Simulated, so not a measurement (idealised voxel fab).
Process module heading - voxel capacitor over wiring
The cross-section shown here is cut; it is 270 nm wide and divided into square cells measuring 5 nm on a side.
Reading order for cross-sections: top band down to bottom band. Underlying form: a grid of square cells. Band size: one or more rows of cells. Within each band entry, the heights of the top and of the bottom of the band appear first, in that order and in nm; the materials of the band then follow from left to right, each with its corresponding width in nm. The designation "everywhere" on a single material indicates that it fills the band from edge to edge; the designation "air" indicates empty space. Below 0: as-received wafer, all one material; heights counted from there. Lowest band: no bottom, goes on down, written "0 and below". With a width like "30->40", each row of cells in the band differs from the next by the same amount, the top row carrying the first number and the bottom row the second. Step marked "everything unchanged"? Then no cell in the cross-section changed in it. Closed empty spaces (no open way to the top) of 8 cells or more are what "Closed void inventory" lists, each as width x height at distance from the left edge, nm for all three. Heads up: the bit after the settings on a step's line is the simulator's remark on that step. What "overlay nm" on a step's line means: if the step has a mask, that mask lay this far to the right of its planned place, or, when the value is negative, to the left.
### Planned process steps
1 RECEIVE, material Si
2 CONFORMAL_DEP, material SiO2, thk nm 10
3 CONFORMAL_DEP, material SiN, thk nm 5
4 DIRECTIONAL_DEP, material SiO2, thk nm 20
5 DIRECTIONAL_DEP, material aC, thk nm 10
6 PATTERN, tone open, mask id METAL_1, material resist, width nm 25, pitch nm 80, thk nm 25, overlay nm 0
7 DIRECTIONAL_ETCH, etch materials aC, depth nm 10
8 STRIP, etch materials resist
9 DIRECTIONAL_ETCH, etch materials SiO2, depth nm 20
10 DIRECTIONAL_ETCH, etch materials SiN, depth nm 5
11 STRIP, etch materials aC
12 CONFORMAL_DEP, material TiN, thk nm 5
13 FILL_DEP, material Ru, thk nm 5
14 CMP, height nm 35
15 CONFORMAL_DEP, material SiCN, thk nm 5
16 DIRECTIONAL_DEP, material lowk, thk nm 10
17 PATTERN, tone open, mask id PLUG_1, material resist, width nm 15, thk nm 20, overlay nm -15
18 DIRECTIONAL_ETCH, etch materials lowk, depth nm 10
19 DIRECTIONAL_ETCH, etch materials SiCN, depth nm 5
20 STRIP, etch materials resist
21 CONFORMAL_DEP, material TiN, thk nm 5
22 FILL_DEP, material W, thk nm 10
23 CMP, height nm 50
24 DIRECTIONAL_DEP, material TiN, thk nm 5
25 DIRECTIONAL_DEP, material Al2O3, thk nm 5
26 DIRECTIONAL_DEP, material TiN, thk nm 5
27 DIRECTIONAL_DEP, material aC, thk nm 15
28 PATTERN, tone cover, mask id UPPER_PLATE, material resist, width nm 60, thk nm 35, overlay nm 0
29 DIRECTIONAL_ETCH, etch materials aC, depth nm 15
30 STRIP, etch materials resist
31 DIRECTIONAL_ETCH, etch materials TiN, depth nm 5
32 DIRECTIONAL_ETCH, etch materials Al2O3, depth nm 5
33 STRIP, etch materials aC
34 MASKED_ETCH, tone cover, mask id LOWER_PLATE, width nm 70, etch materials TiN, depth nm 5, overlay nm 0
35 FILL_DEP, material SiO2, thk nm 20
36 CMP, height nm 80
37 DIRECTIONAL_DEP, material aC, thk nm 15
38 PATTERN, tone open, mask id PLUG_2, material resist, width nm 15, thk nm 35, overlay nm 0
39 DIRECTIONAL_ETCH, etch materials aC, depth nm 15
40 STRIP, etch materials resist
41 DIRECTIONAL_ETCH, etch materials SiO2, depth nm 15
42 STRIP, etch materials aC
43 CONFORMAL_DEP, material TiN, thk nm 5
44 FILL_DEP, material Ru, thk nm 5
45 CMP, height nm 80
46 CONFORMAL_DEP, material SiN, thk nm 5
Wafers differ in overlay nm at step 17; plan lists the first wafer's value; identical starting state.
### So this is the first of several wafers, cross-sectioned as it came to us, meaning it's at the end of step 1
> 0 and below: Si everywhere
> Closed void inventory: none
### The first of several wafers, seen in cross-section after the module's last step, step 46
> 85 down to 80: SiN everywhere
> 80 down to 70: SiO2 100 / TiN 5 / Ru 5 / TiN 5 / SiO2 155
> 70 down to 60: SiO2 100->90 / TiN 15->60 / SiO2 155->120
> 60 down to 55: SiO2 90 / Al2O3 60 / SiO2 120
> 55 down to 50: SiO2 85 / TiN 70 / SiO2 115
> 50 down to 40: lowk 75 / TiN 5 / W 5 / TiN 5 / lowk 180
> 40 down to 35: SiCN 75 / TiN 15 / SiCN 180
> 35 down to 15: SiO2 80 / TiN 5 / Ru 15 / TiN 5 / SiO2 55 / TiN 5 / Ru 15 / TiN 5 / SiO2 85
> 15 down to 10: SiN 80 / TiN 25 / SiN 55 / TiN 25 / SiN 85
> 10 down to 0: SiO2 everywhere
> 0 and below: Si everywhere
> Closed void inventory: none
### Last wafer of the set, cross-sectioned at end of module
> 85 down to 80: SiN everywhere
> 80 down to 70: SiO2 100 / TiN 5 / Ru 5 / TiN 5 / SiO2 155
> 70 down to 60: SiO2 100->90 / TiN 15->60 / SiO2 155->120
> 60 down to 55: SiO2 90 / Al2O3 60 / SiO2 120
> 55 down to 50: SiO2 85 / TiN 70 / SiO2 115
> 50 down to 40: lowk 105 / TiN 5 / W 5 / TiN 5 / lowk 150
> 40 down to 35: SiCN 105 / TiN 15 / SiCN 150
> 35 down to 15: SiO2 80 / TiN 5 / Ru 15 / TiN 5 / SiO2 55 / TiN 5 / Ru 15 / TiN 5 / SiO2 85
> 15 down to 10: SiN 80 / TiN 25 / SiN 55 / TiN 25 / SiN 85
> 10 down to 0: SiO2 everywhere
> 0 and below: Si everywhere
> Closed void inventory: none
### Table: wafers, a row each; end-of-module cell change per material since receipt, gain (+), loss (-); then closed voids
overlay nm -15 | +12 Al2O3 | +26 Ru | +51 SiCN | +98 SiN | +561 SiO2 | +66 TiN | +2 W | +102 lowk | Closed void inventory: none
overlay nm -10 | +12 Al2O3 | +26 Ru | +51 SiCN | +98 SiN | +561 SiO2 | +66 TiN | +2 W | +102 lowk | Closed void inventory: none
overlay nm -5 | +12 Al2O3 | +26 Ru | +51 SiCN | +98 SiN | +561 SiO2 | +66 TiN | +2 W | +102 lowk | Closed void inventory: none
overlay nm 0 | +12 Al2O3 | +26 Ru | +51 SiCN | +98 SiN | +561 SiO2 | +66 TiN | +2 W | +102 lowk | Closed void inventory: none
overlay nm 5 | +12 Al2O3 | +26 Ru | +51 SiCN | +98 SiN | +561 SiO2 | +66 TiN | +2 W | +102 lowk | Closed void inventory: none
overlay nm 10 | +12 Al2O3 | +26 Ru | +51 SiCN | +98 SiN | +561 SiO2 | +66 TiN | +2 W | +102 lowk | Closed void inventory: none
overlay nm 15 | +12 Al2O3 | +26 Ru | +51 SiCN | +98 SiN | +561 SiO2 | +66 TiN | +2 W | +102 lowk | Closed void inventory: none
